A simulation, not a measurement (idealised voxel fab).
Proc. module: voxel trench capacitor
Cross-section cut spans 275 nm and uses square cells 5 nm in size.
Format of a cross-section: grid, square cells. Given as bands. Order: top down. Band: one or more rows of cells. Band entry format. Leading values: height of top, height of bottom, nm. Remainder: materials in left-to-right order, each with its width in nm. Special words: "throughout" on a single material, which then fills the band edge to edge; "empty", empty space. Zero point of the height axis is 0; under it, received wafer = one material. Lowest band: continues down indefinitely, "from 0 down". The expression "30 to 40" gives the width at the extremes of the band, the first number at its top row of cells and the second at its bottom row, with the width changing by equal amounts from each row to the next in between. "no modification" -> step changed no cross-section cell. What "Voids, enclosed" gives you is every empty space of 8 cells or more that is cut off from the top. Each appears as width x height at distance, with the distance taken from the left edge and width, height and distance all in nm. Heads up: the bit after the settings on a step's line is the simulator's remark on that step. Each step line may optionally specify "overlay nm", which for a step with a mask gives the rightward distance between the mask's planned place and where it lay, a negative value indicating the leftward direction.

These are the steps we planned for the process
1: RECEIVE [material Si]
2: CONFORMAL_DEP [material SiN] [thk nm 10]
3: DIRECTIONAL_DEP [material aC] [thk nm 10]
4: PATTERN [tone open] [mask id TRENCH] [material resist] [width nm 25] [pitch nm 45] [thk nm 30] [overlay nm 0]
5: DIRECTIONAL_ETCH [etch materials aC] [depth nm 10]
6: STRIP [etch materials resist]
7: DIRECTIONAL_ETCH [etch materials SiN] [depth nm 10]
8: DIRECTIONAL_ETCH [etch materials Si] [depth nm 25]
9: STRIP [etch materials aC]
10: CONFORMAL_DEP [material HfO2] [thk nm 5]
11: CONFORMAL_DEP [material TiN] [thk nm 5]
12: FILL_DEP [material W] [thk nm 10]
13: CMP [height nm 10]

As-received state of the wafer in cross-section, equivalent to post-step 1
* from 0 down: Si throughout
* Voids, enclosed: none

One mistake in running the module, otherwise start and plan as above: cross-section at the end
* from 10 to 0: 45 of W / 5 of TiN / 5 of HfO2 / 25 of SiN / 5 of HfO2 / 10 of TiN / 5 of HfO2 / 25 of SiN / 5 of HfO2 / 10 of TiN / 5 of HfO2 / 25 of SiN / 5 of HfO2 / 10 of TiN / 5 of HfO2 / 25 of SiN / 5 of HfO2 / 5 of TiN / 50 of W
* from 0 to -15: 45 of W / 5 of TiN / 5 of HfO2 / 25 of Si / 5 of HfO2 / 10 of TiN / 5 of HfO2 / 25 of Si / 5 of HfO2 / 10 of TiN / 5 of HfO2 / 25 of Si / 5 of HfO2 / 10 of TiN / 5 of HfO2 / 25 of Si / 5 of HfO2 / 5 of TiN / 50 of W
* from -15 to -20: 50 of TiN / 5 of HfO2 / 25 of Si / 5 of HfO2 / 10 of TiN / 5 of HfO2 / 25 of Si / 5 of HfO2 / 10 of TiN / 5 of HfO2 / 25 of Si / 5 of HfO2 / 10 of TiN / 5 of HfO2 / 25 of Si / 5 of HfO2 / 55 of TiN
* from -20 to -25: 55 of HfO2 / 25 of Si / 20 of HfO2 / 25 of Si / 20 of HfO2 / 25 of Si / 20 of HfO2 / 25 of Si / 60 of HfO2
* from -25 down: Si throughout
* Voids, enclosed: none
Against the plan, the run slipped here: step 4 was not run as planned; what actually ran was PATTERN [tone cover] [mask id TRENCH] [material resist] [width nm 25] [pitch nm 45] [thk nm 30] [overlay nm 0]
